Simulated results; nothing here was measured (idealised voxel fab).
Presented below is a process module, voxel transistor to metal.
Square cells of 5 nm make up the cross-section cut, whose width is 185 nm.
In what follows, cross-sections appear as grids of square cells, described through bands that run from the top down, where every band is one or more rows of cells. Heights first: top, then bottom, in nm. Then materials, left to right, each with a width in nm. "everywhere" on a single material: fills the band edge to edge. "blank": empty space. Heights are expressed relative to 0, this being the level below which the as-received wafer comprises one material exclusively. The lowest band is unbounded in the downward direction and is denoted as in "0 nm and below". A width such as "30->40" changes by the same amount from each row of cells to the next, from the band's top row to its bottom row. "identical to before" means the step left every cell of the cross-section as it was. For the entry "Catalogued sealed voids", the listed items are empty spaces with no open way to the top whose size is 8 cells or more; each item follows the pattern width x height at distance, where distance is from the left edge and all three are in nm. Text after the settings on a step's line: the simulator's own remark on that step. "overlay nm" on a masked step: distance the mask lay right of its planned place, negative for left. Note: before/after cross-section pairs follow, one process step per pair, after-side truncated at the lowest changed band, step and settings given beneath. Different runs of this module on the same starting wafer may supply the pairs; a pair continues the one above only where the "Pre-step geometry" entry says so.
Pre-step geometry
    0 nm and below: Si everywhere
    Catalogued sealed voids: none
Step Result
    5 nm to 0 nm: SiO2 everywhere
    All layers under 0 are left as they were.
    Catalogued sealed voids: none
In between the cross-sections above, the run called for CONFORMAL_DEP (material SiO2; thk nm 5)
Pre-step geometry: check the pair just above; its after cross-section is our before state.
Step Result
    15 nm to 5 nm: SiN everywhere
    All layers under 5 are left as they were.
    Catalogued sealed voids: none
In between the cross-sections above, the run called for CONFORMAL_DEP (material SiN; thk nm 10)
Pre-step geometry: check the pair just above; its after cross-section is our before state.
Step Result
    15 nm to 5 nm: blank (35), SiN (110), blank (40)
    All layers under 5 are left as they were.
    Catalogued sealed voids: none
In between the cross-sections above, the run called for MASKED_ETCH (tone cover; mask id ACTIVE; width nm 110; etch materials SiN; depth nm 10; overlay nm 0)
Pre-step geometry: check the pair just above; its after cross-section is our before state.
Step Result
    15 nm to 5 nm: blank (35), SiN (110), blank (40)
    5 nm to 0 nm: blank (35), SiO2 (110), blank (40)
    All layers under 0 are left as they were.
    Catalogued sealed voids: none
In between the cross-sections above, the run called for MASKED_ETCH (tone cover; mask id ACTIVE; width nm 110; etch materials SiO2; depth nm 5; overlay nm 0)
Pre-step geometry: check the pair just above; its after cross-section is our before state.
Step Result
    15 nm to 5 nm: blank (35), SiN (110), blank (40)
    5 nm to 0 nm: blank (35), SiO2 (110), blank (40)
    0 nm to -35 nm: blank (35), Si (110), blank (40)
    All layers under -35 are left as they were.
    Catalogued sealed voids: none
In between the cross-sections above, the run called for MASKED_ETCH (tone cover; mask id ACTIVE; width nm 110; etch materials Si; depth nm 35; overlay nm 0)
Pre-step geometry: check the pair just above; its after cross-section is our before state.
Step Result
    15 nm to 5 nm: blank (35), SiN (110), blank (40)
    5 nm to 0 nm: blank (35), SiO2 (110), blank (40)
    0 nm to -35 nm: blank (35), SiO2 (5), Si (100), SiO2 (5), blank (40)
    -35 nm to -40 nm: SiO2 (40), Si (100), SiO2 (45)
    All layers under -40 are left as they were.
    Catalogued sealed voids: none
In between the cross-sections above, the run called for OXIDIZE (depth nm 5)
Pre-step geometry: check the pair just above; its after cross-section is our before state.
Step Result
    25 nm to 15 nm: SiO2 everywhere
    15 nm to 5 nm: SiO2 (35), SiN (110), SiO2 (40)
    5 nm to 0 nm: SiO2 everywhere
    0 nm to -40 nm: SiO2 (40), Si (100), SiO2 (45)
    All layers under -40 are left as they were.
    Catalogued sealed voids: none
In between the cross-sections above, the run called for FILL_DEP (material SiO2; thk nm 10)
Pre-step geometry: check the pair just above; its after cross-section is our before state.
Step Result
    15 nm to 5 nm: SiO2 (35), SiN (110), SiO2 (40)
    All layers under 5 are left as they were.
    Catalogued sealed voids: none
In between the cross-sections above, the run called for CMP (height nm 15)
Pre-step geometry: check the pair just above; its after cross-section is our before state.
Step Result
    15 nm to 5 nm: blank (35), SiN (110), blank (40)
    All layers under 5 are left as they were.
    Catalogued sealed voids: none
In between the cross-sections above, the run called for SELECTIVE_ETCH (etch materials SiO2; depth nm 10)
Pre-step geometry: check the pair just above; its after cross-section is our before state.
Step Result
    5 nm to 0 nm: SiO2 everywhere
    All layers under 0 are left as they were.
    Catalogued sealed voids: none
In between the cross-sections above, the run called for STRIP (etch materials SiN)
Pre-step geometry: check the pair just above; its after cross-section is our before state.
Step Result
    0 nm to -40 nm: SiO2 (40), Si (100), SiO2 (45)
    All layers under -40 are left as they were.
    Catalogued sealed voids: none
In between the cross-sections above, the run called for SELECTIVE_ETCH (etch materials SiO2; depth nm 5)
Pre-step geometry: check the pair just above; its after cross-section is our before state.
Step Result
    0 nm to -5 nm: SiO2 everywhere
    All layers under -5 are left as they were.
    Catalogued sealed voids: none
In between the cross-sections above, the run called for OXIDIZE (depth nm 5)
Pre-step geometry: check the pair just above; its after cross-section is our before state.
Step Result
    30 nm to 0 nm: polySi everywhere
    All layers under 0 are left as they were.
    Catalogued sealed voids: none
In between the cross-sections above, the run called for DIRECTIONAL_DEP (material polySi; thk nm 30)
Pre-step geometry: check the pair just above; its after cross-section is our before state.
Step Result
    40 nm to 30 nm: SiCN everywhere
    All layers under 30 are left as they were.
    Catalogued sealed voids: none
In between the cross-sections above, the run called for DIRECTIONAL_DEP (material SiCN; thk nm 10)
Pre-step geometry: check the pair just above; its after cross-section is our before state.
Step Result
    40 nm to 30 nm: blank (75), SiCN (30), blank (80)
    All layers under 30 are left as they were.
    Catalogued sealed voids: none
In between the cross-sections above, the run called for MASKED_ETCH (tone cover; mask id GATE; width nm 30; etch materials SiCN; depth nm 20; overlay nm 0)
Pre-step geometry: check the pair just above; its after cross-section is our before state.
Step Result
    40 nm to 30 nm: blank (75), SiCN (30), blank (80)
    30 nm to 0 nm: blank (75), polySi (30), blank (80)
    All layers under 0 are left as they were.
    Catalogued sealed voids: none
In between the cross-sections above, the run called for MASKED_ETCH (tone cover; mask id GATE; width nm 30; etch materials polySi; depth nm 40; overlay nm 0)
Pre-step geometry: check the pair just above; its after cross-section is our before state.
Step Result
    50 nm to 40 nm: blank (65), SiN (50), blank (70)
    40 nm to 30 nm: blank (65), SiN (10), SiCN (30), SiN (10), blank (70)
    30 nm to 10 nm: blank (65), SiN (10), polySi (30), SiN (10), blank (70)
    10 nm to 0 nm: SiN (75), polySi (30), SiN (80)
    All layers under 0 are left as they were.
    Catalogued sealed voids: none
In between the cross-sections above, the run called for CONFORMAL_DEP (material SiN; thk nm 10)
Pre-step geometry: check the pair just above; its after cross-section is our before state.
Step Result
    40 nm to 30 nm: blank (65), SiN (10), SiCN (30), SiN (10), blank (70)
    30 nm to 0 nm: blank (65), SiN (10), polySi (30), SiN (10), blank (70)
    All layers under 0 are left as they were.
    Catalogued sealed voids: none
In between the cross-sections above, the run called for DIRECTIONAL_ETCH (etch materials SiN; depth nm 10)
Pre-step geometry: check the pair just above; its after cross-section is our before state.
Step Result
    40 nm to 30 nm: blank (65), SiN (10), SiCN (30), SiN (10), blank (70)
    30 nm to 0 nm: blank (65), SiN (10), polySi (30), SiN (10), blank (70)
    0 nm to -5 nm: blank (65), SiO2 (50), blank (70)
    All layers under -5 are left as they were.
    Catalogued sealed voids: none
In between the cross-sections above, the run called for DIRECTIONAL_ETCH (etch materials SiO2; depth nm 5)
Pre-step geometry: check the pair just above; its after cross-section is our before state.
Step Result
    40 nm to 30 nm: blank (65), SiN (10), SiCN (30), SiN (10), blank (70)
    30 nm to 0 nm: blank (65), SiN (10), polySi (30), SiN (10), blank (70)
    0 nm to -5 nm: blank (65), SiO2 (50), blank (70)
    -5 nm to -15 nm: SiO2 (40), blank (25), Si (50), blank (25), SiO2 (45)
    All layers under -15 are left as they were.
    Catalogued sealed voids: none
In between the cross-sections above, the run called for DIRECTIONAL_ETCH (etch materials Si; depth nm 10)
Pre-step geometry: check the pair just above; its after cross-section is our before state.
Step Result
    40 nm to 30 nm: blank (65), SiN (10), SiCN (30), SiN (10), blank (70)
    30 nm to 5 nm: blank (65), SiN (10), polySi (30), SiN (10), blank (70)
    5 nm to 0 nm: blank (55), pSi (10), SiN (10), polySi (30), SiN (10), pSi (10), blank (60)
    0 nm to -5 nm: blank (55), pSi (10), SiO2 (50), pSi (10), blank (60)
    -5 nm to -15 nm: SiO2 (40), pSi (25), Si (50), pSi (25), SiO2 (45)
    All layers under -15 are left as they were.
    Catalogued sealed voids: none
In between the cross-sections above, the run called for EPI (material pSi; thk nm 10)
Pre-step geometry: check the pair just above; its after cross-section is our before state.
Step Result
    45 nm to 40 nm: SiO2 everywhere
    40 nm to 30 nm: SiO2 (65), SiN (10), SiCN (30), SiN (10), SiO2 (70)
    30 nm to 5 nm: SiO2 (65), SiN (10), polySi (30), SiN (10), SiO2 (70)
    5 nm to 0 nm: SiO2 (55), pSi (10), SiN (10), polySi (30), SiN (10), pSi (10), SiO2 (60)
    0 nm to -5 nm: SiO2 (55), pSi (10), SiO2 (50), pSi (10), SiO2 (60)
    All layers under -5 are left as they were.
    Catalogued sealed voids: none
In between the cross-sections above, the run called for FILL_DEP (material SiO2; thk nm 5)
Pre-step geometry: check the pair just above; its after cross-section is our before state.
Step Result
    30 nm to 5 nm: SiO2 (65), SiN (10), polySi (30), SiN (10), SiO2 (70)
    All layers under 5 are left as they were.
    Catalogued sealed voids: none
In between the cross-sections above, the run called for CMP (height nm 30)
Pre-step geometry: check the pair just above; its after cross-section is our before state.
Step Result
    30 nm to 5 nm: SiO2 (65), SiN (10), blank (30), SiN (10), SiO2 (70)
    5 nm to 0 nm: SiO2 (55), pSi (10), SiN (10), blank (30), SiN (10), pSi (10), SiO2 (60)
    All layers under 0 are left as they were.
    Catalogued sealed voids: none
In between the cross-sections above, the run called for STRIP (etch materials polySi)
Pre-step geometry: check the pair just above; its after cross-section is our before state.
Step Result
    30 nm to 25 nm: blank (65), SiN (10), blank (30), SiN (10), blank (70)
    25 nm to 5 nm: SiO2 (65), SiN (10), blank (30), SiN (10), SiO2 (70)
    5 nm to 0 nm: SiO2 (55), pSi (10), SiN (10), blank (30), SiN (10), pSi (10), SiO2 (60)
    0 nm to -5 nm: SiO2 (55), pSi (10), SiO2 (5), blank (40), SiO2 (5), pSi (10), SiO2 (60)
    All layers under -5 are left as they were.
    Catalogued sealed voids: none
In between the cross-sections above, the run called for SELECTIVE_ETCH (etch materials SiO2; depth nm 5)
Pre-step geometry: check the pair just above; its after cross-section is our before state.
Step Result
    35 nm to 30 nm: blank (60), HfO2 (20), blank (20), HfO2 (20), blank (65)
    30 nm to 25 nm: HfO2 (65), SiN (10), HfO2 (5), blank (20), HfO2 (5), SiN (10), HfO2 (70)
    25 nm to 5 nm: SiO2 (65), SiN (10), HfO2 (5), blank (20), HfO2 (5), SiN (10), SiO2 (70)
    5 nm to 0 nm: SiO2 (55), pSi (10), SiN (10), HfO2 (5), blank (20), HfO2 (5), SiN (10), pSi (10), SiO2 (60)
    0 nm to -5 nm: SiO2 (55), pSi (10), SiO2 (5), HfO2 (40), SiO2 (5), pSi (10), SiO2 (60)
    All layers under -5 are left as they were.
    Catalogued sealed voids: none
In between the cross-sections above, the run called for CONFORMAL_DEP (material HfO2; thk nm 5)
Pre-step geometry: check the pair just above; its after cross-section is our before state.
Step Result
    40 nm to 35 nm: blank (55), TiN (30), blank (10), TiN (30), blank (60)
    35 nm to 30 nm: TiN (60), HfO2 (20), TiN (5), blank (10), TiN (5), HfO2 (20), TiN (65)
    30 nm to 25 nm: HfO2 (65), SiN (10), HfO2 (5), TiN (5), blank (10), TiN (5), HfO2 (5), SiN (10), HfO2 (70)
    25 nm to 5 nm: SiO2 (65), SiN (10), HfO2 (5), TiN (5), blank (10), TiN (5), HfO2 (5), SiN (10), SiO2 (70)
    5 nm to 0 nm: SiO2 (55), pSi (10), SiN (10), HfO2 (5), TiN (20), HfO2 (5), SiN (10), pSi (10), SiO2 (60)
    All layers under 0 are left as they were.
    Catalogued sealed voids: none
In between the cross-sections above, the run called for CONFORMAL_DEP (material TiN; thk nm 5)
Pre-step geometry: check the pair just above; its after cross-section is our before state.
Step Result
    45 nm to 40 nm: W everywhere
    40 nm to 35 nm: W (55), TiN (30), W (10), TiN (30), W (60)
    35 nm to 30 nm: TiN (60), HfO2 (20), TiN (5), W (10), TiN (5), HfO2 (20), TiN (65)
    30 nm to 25 nm: HfO2 (65), SiN (10), HfO2 (5), TiN (5), W (10), TiN (5), HfO2 (5), SiN (10), HfO2 (70)
    25 nm to 5 nm: SiO2 (65), SiN (10), HfO2 (5), TiN (5), W (10), TiN (5), HfO2 (5), SiN (10), SiO2 (70)
    All layers under 5 are left as they were.
    Catalogued sealed voids: none
In between the cross-sections above, the run called for FILL_DEP (material W; thk nm 5)
Pre-step geometry: check the pair just above; its after cross-section is our before state.
Step Result
    25 nm to 5 nm: SiO2 (65), SiN (10), HfO2 (5), TiN (5), W (10), TiN (5), HfO2 (5), SiN (10), SiO2 (70)
    All layers under 5 are left as they were.
    Catalogued sealed voids: none
In between the cross-sections above, the run called for CMP (height nm 25)
Pre-step geometry: check the pair just above; its after cross-section is our before state.
Step Result
    35 nm to 25 nm: SiO2 everywhere
    All layers under 25 are left as they were.
    Catalogued sealed voids: none
In between the cross-sections above, the run called for DIRECTIONAL_DEP (material SiO2; thk nm 10)
Pre-step geometry: check the pair just above; its after cross-section is our before state.
Step Result
    35 nm to 25 nm: SiO2 (40), blank (20), SiO2 (60), blank (20), SiO2 (45)
    25 nm to 5 nm: SiO2 (40), blank (20), SiO2 (5), SiN (10), HfO2 (5), TiN (5), W (10), TiN (5), HfO2 (5), SiN (10), SiO2 (5), blank (20), SiO2 (45)
    5 nm to 0 nm: SiO2 (40), blank (15), pSi (10), SiN (10), HfO2 (5), TiN (20), HfO2 (5), SiN (10), pSi (10), blank (15), SiO2 (45)
    0 nm to -5 nm: SiO2 (40), blank (15), pSi (10), SiO2 (5), HfO2 (40), SiO2 (5), pSi (10), blank (15), SiO2 (45)
    All layers under -5 are left as they were.
    Catalogued sealed voids: none
In between the cross-sections above, the run called for MASKED_ETCH (tone open; mask id CONTACT; width nm 20; pitch nm 80; etch materials SiO2; depth nm 40; overlay nm 0)
Pre-step geometry: check the pair just above; its after cross-section is our before state.
Step Result
    40 nm to 35 nm: TiN (45), blank (10), TiN (70), blank (10), TiN (50)
    35 nm to 25 nm: SiO2 (40), TiN (5), blank (10), TiN (5), SiO2 (60), TiN (5), blank (10), TiN (5), SiO2 (45)
    25 nm to 10 nm: SiO2 (40), TiN (5), blank (10), TiN (5), SiO2 (5), SiN (10), HfO2 (5), TiN (5), W (10), TiN (5), HfO2 (5), SiN (10), SiO2 (5), TiN (5), blank (10), TiN (5), SiO2 (45)
    10 nm to 5 nm: SiO2 (40), TiN (5), blank (5), TiN (10), SiO2 (5), SiN (10), HfO2 (5), TiN (5), W (10), TiN (5), HfO2 (5), SiN (10), SiO2 (5), TiN (10), blank (5), TiN (5), SiO2 (45)
    5 nm to 0 nm: SiO2 (40), TiN (5), blank (5), TiN (5), pSi (10), SiN (10), HfO2 (5), TiN (20), HfO2 (5), SiN (10), pSi (10), TiN (5), blank (5), TiN (5), SiO2 (45)
    0 nm to -5 nm: SiO2 (40), TiN (15), pSi (10), SiO2 (5), HfO2 (40), SiO2 (5), pSi (10), TiN (15), SiO2 (45)
    All layers under -5 are left as they were.
    Catalogued sealed voids: none
In between the cross-sections above, the run called for CONFORMAL_DEP (material TiN; thk nm 5)
Pre-step geometry: check the pair just above; its after cross-section is our before state.
Step Result
    45 nm to 40 nm: Ru everywhere
    40 nm to 35 nm: TiN (45), Ru (10), TiN (70), Ru (10), TiN (50)
    35 nm to 25 nm: SiO2 (40), TiN (5), Ru (10), TiN (5), SiO2 (60), TiN (5), Ru (10), TiN (5), SiO2 (45)
    25 nm to 10 nm: SiO2 (40), TiN (5), Ru (10), TiN (5), SiO2 (5), SiN (10), HfO2 (5), TiN (5), W (10), TiN (5), HfO2 (5), SiN (10), SiO2 (5), TiN (5), Ru (10), TiN (5), SiO2 (45)
    10 nm to 5 nm: SiO2 (40), TiN (5), Ru (5), TiN (10), SiO2 (5), SiN (10), HfO2 (5), TiN (5), W (10), TiN (5), HfO2 (5), SiN (10), SiO2 (5), TiN (10), Ru (5), TiN (5), SiO2 (45)
    5 nm to 0 nm: SiO2 (40), TiN (5), Ru (5), TiN (5), pSi (10), SiN (10), HfO2 (5), TiN (20), HfO2 (5), SiN (10), pSi (10), TiN (5), Ru (5), TiN (5), SiO2 (45)
    All layers under 0 are left as they were.
    Catalogued sealed voids: none
In between the cross-sections above, the run called for FILL_DEP (material Ru; thk nm 5)
Pre-step geometry: check the pair just above; its after cross-section is our before state.
Step Result
    35 nm to 25 nm: SiO2 (40), TiN (5), Ru (10), TiN (5), SiO2 (60), TiN (5), Ru (10), TiN (5), SiO2 (45)
    All layers under 25 are left as they were.
    Catalogued sealed voids: none
In between the cross-sections above, the run called for CMP (height nm 35)
Pre-step geometry: check the pair just above; its after cross-section is our before state.
Step Result
    40 nm to 35 nm: TiN everywhere
    All layers under 35 are left as they were.
    Catalogued sealed voids: none
In between the cross-sections above, the run called for DIRECTIONAL_DEP (material TiN; thk nm 5)
Pre-step geometry: check the pair just above; its after cross-section is our before state.
Step Result
    55 nm to 40 nm: Ru everywhere
    All layers under 40 are left as they were.
    Catalogued sealed voids: none
In between the cross-sections above, the run called for DIRECTIONAL_DEP (material Ru; thk nm 15)
Pre-step geometry: check the pair just above; its after cross-section is our before state.
Step Result
    70 nm to 55 nm: blank (40), resist (20), blank (60), resist (20), blank (45)
    All layers under 55 are left as they were.
    Catalogued sealed voids: none
In between the cross-sections above, the run called for PATTERN (tone cover; mask id METAL_1; material resist; width nm 20; pitch nm 80; thk nm 15; overlay nm 0)
Pre-step geometry: check the pair just above; its after cross-section is our before state.
Step Result
    70 nm to 55 nm: blank (40), resist (20), blank (60), resist (20), blank (45)
    55 nm to 40 nm: blank (40), Ru (20), blank (60), Ru (20), blank (45)
    All layers under 40 are left as they were.
    Catalogued sealed voids: none
In between the cross-sections above, the run called for DIRECTIONAL_ETCH (etch materials Ru; depth nm 15)
Pre-step geometry: check the pair just above; its after cross-section is our before state.
Step Result
    70 nm to 55 nm: blank (40), resist (20), blank (60), resist (20), blank (45)
    55 nm to 40 nm: blank (40), Ru (20), blank (60), Ru (20), blank (45)
    40 nm to 35 nm: blank (40), TiN (20), blank (60), TiN (20), blank (45)
    All layers under 35 are left as they were.
    Catalogued sealed voids: none
In between the cross-sections above, the run called for DIRECTIONAL_ETCH (etch materials TiN; depth nm 5)
Pre-step geometry: check the pair just above; its after cross-section is our before state.
Step Result
    55 nm to 40 nm: blank (40), Ru (20), blank (60), Ru (20), blank (45)
    All layers under 40 are left as they were.
    Catalogued sealed voids: none
In between the cross-sections above, the run called for STRIP (etch materials resist)
Pre-step geometry: check the pair just above; its after cross-section is our before state.
Step Result
    60 nm to 55 nm: blank (35), SiCN (30), blank (50), SiCN (30), blank (40)
    55 nm to 40 nm: blank (35), SiCN (5), Ru (20), SiCN (5), blank (50), SiCN (5), Ru (20), SiCN (5), blank (40)
    40 nm to 35 nm: SiCN (40), TiN (20), SiCN (60), TiN (20), SiCN (45)
    All layers under 35 are left as they were.
    Catalogued sealed voids: none
In between the cross-sections above, the run called for CONFORMAL_DEP (material SiCN; thk nm 5)
Pre-step geometry: check the pair just above; its after cross-section is our before state.
Step Result
    70 nm to 60 nm: lowk everywhere
    60 nm to 55 nm: lowk (35), SiCN (30), lowk (50), SiCN (30), lowk (40)
    55 nm to 40 nm: lowk (35), SiCN (5), Ru (20), SiCN (5), lowk (50), SiCN (5), Ru (20), SiCN (5), lowk (40)
    All layers under 40 are left as they were.
    Catalogued sealed voids: none
In between the cross-sections above, the run called for FILL_DEP (material lowk; thk nm 10)
Pre-step geometry: check the pair just above; its after cross-section is our before state.
Step Result
    55 nm to 40 nm: lowk (35), SiCN (5), Ru (20), SiCN (5), lowk (50), SiCN (5), Ru (20), SiCN (5), lowk (40)
    All layers under 40 are left as they were.
    Catalogued sealed voids: none
In between the cross-sections above, the run called for CMP (height nm 55)
Pre-step geometry: check the pair just above; its after cross-section is our before state.
Step Result
    60 nm to 55 nm: SiCN everywhere
    All layers under 55 are left as they were.
    Catalogued sealed voids: none
In between the cross-sections above, the run called for CONFORMAL_DEP (material SiCN; thk nm 5)
Pre-step geometry: check the pair just above; its after cross-section is our before state.
Step Result
    85 nm to 60 nm: SiO2 everywhere
    All layers under 60 are left as they were.
    Catalogued sealed voids: none
In between the cross-sections above, the run called for DIRECTIONAL_DEP (material SiO2; thk nm 25)
Pre-step geometry: check the pair just above; its after cross-section is our before state.
Step Result
    100 nm to 85 nm: aC everywhere
    All layers under 85 are left as they were.
    Catalogued sealed voids: none
In between the cross-sections above, the run called for DIRECTIONAL_DEP (material aC; thk nm 15)
Pre-step geometry: check the pair just above; its after cross-section is our before state.
Step Result
    130 nm to 100 nm: resist (40), blank (15), resist (65), blank (15), resist (50)
    All layers under 100 are left as they were.
    Catalogued sealed voids: none
In between the cross-sections above, the run called for PATTERN (tone open; mask id METAL_2_HOLES; material resist; width nm 15; pitch nm 80; thk nm 30; overlay nm 0)
Pre-step geometry: check the pair just above; its after cross-section is our before state.
Step Result
    115 nm to 100 nm: resist (40), blank (15), resist (65), blank (15), resist (50)
    100 nm to 85 nm: aC (40), blank (15), aC (65), blank (15), aC (50)
    All layers under 85 are left as they were.
    Catalogued sealed voids: none
In between the cross-sections above, the run called for DIRECTIONAL_ETCH (etch materials aC; depth nm 15)
Pre-step geometry: check the pair just above; its after cross-section is our before state.
Step Result
    100 nm to 85 nm: aC (40), blank (15), aC (65), blank (15), aC (50)
    All layers under 85 are left as they were.
    Catalogued sealed voids: none
In between the cross-sections above, the run called for STRIP (etch materials resist)
Pre-step geometry: check the pair just above; its after cross-section is our before state.
Step Result
    100 nm to 85 nm: aC (40), blank (15), aC (65), blank (15), aC (50)
    85 nm to 60 nm: SiO2 (40), blank (15), SiO2 (65), blank (15), SiO2 (50)
    All layers under 60 are left as they were.
    Catalogued sealed voids: none
In between the cross-sections above, the run called for DIRECTIONAL_ETCH (etch materials SiO2; depth nm 25)
Pre-step geometry: check the pair just above; its after cross-section is our before state.
Step Result
    85 nm to 60 nm: SiO2 (40), blank (15), SiO2 (65), blank (15), SiO2 (50)
    All layers under 60 are left as they were.
    Catalogued sealed voids: none
In between the cross-sections above, the run called for STRIP (etch materials aC)
Pre-step geometry: check the pair just above; its after cross-section is our before state.
Step Result
    95 nm to 85 nm: aC (40), blank (15), aC (65), blank (15), aC (50)
    85 nm to 70 nm: SiO2 (40), blank (15), SiO2 (65), blank (15), SiO2 (50)
    70 nm to 60 nm: SiO2 (40), aC (15), SiO2 (65), aC (15), SiO2 (50)
    All layers under 60 are left as they were.
    Catalogued sealed voids: none
In between the cross-sections above, the run called for DIRECTIONAL_DEP (material aC; thk nm 10)
Pre-step geometry: check the pair just above; its after cross-section is our before state.
Step Result
    125 nm to 95 nm: resist (40), blank (20), resist (60), blank (20), resist (45)
    All layers under 95 are left as they were.
    Catalogued sealed voids: none
In between the cross-sections above, the run called for PATTERN (tone open; mask id METAL_2; material resist; width nm 20; pitch nm 80; thk nm 30; overlay nm 0)
Pre-step geometry: check the pair just above; its after cross-section is our before state.
Step Result
    115 nm to 95 nm: resist (40), blank (20), resist (60), blank (20), resist (45)
    95 nm to 85 nm: aC (40), blank (20), aC (60), blank (20), aC (45)
    85 nm to 60 nm: SiO2 (40), blank (15), SiO2 (65), blank (15), SiO2 (50)
    All layers under 60 are left as they were.
    Catalogued sealed voids: none
In between the cross-sections above, the run called for DIRECTIONAL_ETCH (etch materials aC; depth nm 10)
Pre-step geometry: check the pair just above; its after cross-section is our before state.
Step Result
    95 nm to 85 nm: aC (40), blank (20), aC (60), blank (20), aC (45)
    All layers under 85 are left as they were.
    Catalogued sealed voids: none
In between the cross-sections above, the run called for STRIP (etch materials resist)
Pre-step geometry: check the pair just above; its after cross-section is our before state.
Step Result
    95 nm to 85 nm: aC (40), blank (20), aC (60), blank (20), aC (45)
    85 nm to 70 nm: SiO2 (40), blank (20), SiO2 (60), blank (20), SiO2 (45)
    All layers under 70 are left as they were.
    Catalogued sealed voids: none
In between the cross-sections above, the run called for DIRECTIONAL_ETCH (etch materials SiO2; depth nm 15)
Pre-step geometry: check the pair just above; its after cross-section is our before state.
Step Result
    95 nm to 85 nm: aC (40), blank (20), aC (60), blank (20), aC (45)
    85 nm to 70 nm: SiO2 (40), blank (20), SiO2 (60), blank (20), SiO2 (45)
    70 nm to 60 nm: SiO2 (40), blank (15), SiO2 (65), blank (15), SiO2 (50)
    60 nm to 55 nm: SiCN (40), blank (15), SiCN (65), blank (15), SiCN (50)
    All layers under 55 are left as they were.
    Catalogued sealed voids: none
In between the cross-sections above, the run called for DIRECTIONAL_ETCH (etch materials SiCN; depth nm 5)
Pre-step geometry: check the pair just above; its after cross-section is our before state.
Step Result
    85 nm to 70 nm: SiO2 (40), blank (20), SiO2 (60), blank (20), SiO2 (45)
    All layers under 70 are left as they were.
    Catalogued sealed voids: none
In between the cross-sections above, the run called for STRIP (etch materials aC)
Pre-step geometry: check the pair just above; its after cross-section is our before state.
Step Result
    90 nm to 85 nm: TiN (45), blank (10), TiN (70), blank (10), TiN (50)
    85 nm to 75 nm: SiO2 (40), TiN (5), blank (10), TiN (5), SiO2 (60), TiN (5), blank (10), TiN (5), SiO2 (45)
    75 nm to 70 nm: SiO2 (40), TiN (5), blank (5), TiN (10), SiO2 (60), TiN (5), blank (5), TiN (10), SiO2 (45)
    70 nm to 60 nm: SiO2 (40), TiN (5), blank (5), TiN (5), SiO2 (65), TiN (5), blank (5), TiN (5), SiO2 (50)
    60 nm to 55 nm: SiCN (40), TiN (15), SiCN (65), TiN (15), SiCN (50)
    All layers under 55 are left as they were.
    Catalogued sealed voids: none
In between the cross-sections above, the run called for CONFORMAL_DEP (material TiN; thk nm 5)
Pre-step geometry: check the pair just above; its after cross-section is our before state.
Step Result
    95 nm to 90 nm: Cu everywhere
    90 nm to 85 nm: TiN (45), Cu (10), TiN (70), Cu (10), TiN (50)
    85 nm to 75 nm: SiO2 (40), TiN (5), Cu (10), TiN (5), SiO2 (60), TiN (5), Cu (10), TiN (5), SiO2 (45)
    75 nm to 70 nm: SiO2 (40), TiN (5), Cu (5), TiN (10), SiO2 (60), TiN (5), Cu (5), TiN (10), SiO2 (45)
    70 nm to 60 nm: SiO2 (40), TiN (5), Cu (5), TiN (5), SiO2 (65), TiN (5), Cu (5), TiN (5), SiO2 (50)
    All layers under 60 are left as they were.
    Catalogued sealed voids: none
In between the cross-sections above, the run called for FILL_DEP (material Cu; thk nm 5)
Pre-step geometry: check the pair just above; its after cross-section is our before state.
Step Result
    85 nm to 75 nm: SiO2 (40), TiN (5), Cu (10), TiN (5), SiO2 (60), TiN (5), Cu (10), TiN (5), SiO2 (45)
    All layers under 75 are left as they were.
    Catalogued sealed voids: none
In between the cross-sections above, the run called for CMP (height nm 85)
Pre-step geometry: check the pair just above; its after cross-section is our before state.
Step Result
    90 nm to 85 nm: SiN everywhere
    All layers under 85 are left as they were.
    Catalogued sealed voids: none
In between the cross-sections above, the run called for CONFORMAL_DEP (material SiN; thk nm 5)
Pre-step geometry
    70 nm to 60 nm: lowk everywhere
    60 nm to 55 nm: lowk (35), SiCN (30), lowk (50), SiCN (30), lowk (40)
    55 nm to 40 nm: lowk (35), SiCN (5), Ru (20), SiCN (5), lowk (50), SiCN (5), Ru (20), SiCN (5), lowk (40)
    40 nm to 35 nm: SiCN (40), TiN (20), SiCN (60), TiN (20), SiCN (45)
    35 nm to 25 nm: SiO2 (40), TiN (5), Ru (10), TiN (5), SiO2 (60), TiN (5), Ru (10), TiN (5), SiO2 (45)
    25 nm to 10 nm: SiO2 (40), TiN (5), Ru (10), TiN (5), SiO2 (5), SiN (10), HfO2 (5), TiN (5), W (10), TiN (5), HfO2 (5), SiN (10), SiO2 (5), TiN (5), Ru (10), TiN (5), SiO2 (45)
    10 nm to 5 nm: SiO2 (40), TiN (5), Ru (5), TiN (10), SiO2 (5), SiN (10), HfO2 (5), TiN (5), W (10), TiN (5), HfO2 (5), SiN (10), SiO2 (5), TiN (10), Ru (5), TiN (5), SiO2 (45)
    5 nm to 0 nm: SiO2 (40), TiN (5), Ru (5), TiN (5), pSi (10), SiN (10), HfO2 (5), TiN (20), HfO2 (5), SiN (10), pSi (10), TiN (5), Ru (5), TiN (5), SiO2 (45)
    0 nm to -5 nm: SiO2 (40), TiN (15), pSi (10), SiO2 (5), HfO2 (40), SiO2 (5), pSi (10), TiN (15), SiO2 (45)
    -5 nm to -15 nm: SiO2 (40), pSi (25), Si (50), pSi (25), SiO2 (45)
    -15 nm to -40 nm: SiO2 (40), Si (100), SiO2 (45)
    -40 nm and below: Si everywhere
    Catalogued sealed voids: none
Step Result
    75 nm to 70 nm: SiCN everywhere
    All layers under 70 are left as they were.
    Catalogued sealed voids: none
In between the cross-sections above, the run called for CONFORMAL_DEP (material SiCN; thk nm 5)
Pre-step geometry: check the pair just above; its after cross-section is our before state.
Step Result
    100 nm to 75 nm: SiO2 everywhere
    All layers under 75 are left as they were.
    Catalogued sealed voids: none
In between the cross-sections above, the run called for DIRECTIONAL_DEP (material SiO2; thk nm 25)
Pre-step geometry: check the pair just above; its after cross-section is our before state.
Step Result
    115 nm to 100 nm: aC everywhere
    All layers under 100 are left as they were.
    Catalogued sealed voids: none
In between the cross-sections above, the run called for DIRECTIONAL_DEP (material aC; thk nm 15)
Pre-step geometry: check the pair just above; its after cross-section is our before state.
Step Result
    145 nm to 115 nm: resist (40), blank (15), resist (65), blank (15), resist (50)
    All layers under 115 are left as they were.
    Catalogued sealed voids: none
In between the cross-sections above, the run called for PATTERN (tone open; mask id METAL_2_HOLES; material resist; width nm 15; pitch nm 80; thk nm 30; overlay nm 0)
Pre-step geometry: check the pair just above; its after cross-section is our before state.
Step Result
    130 nm to 115 nm: resist (40), blank (15), resist (65), blank (15), resist (50)
    115 nm to 100 nm: aC (40), blank (15), aC (65), blank (15), aC (50)
    All layers under 100 are left as they were.
    Catalogued sealed voids: none
In between the cross-sections above, the run called for DIRECTIONAL_ETCH (etch materials aC; depth nm 15)
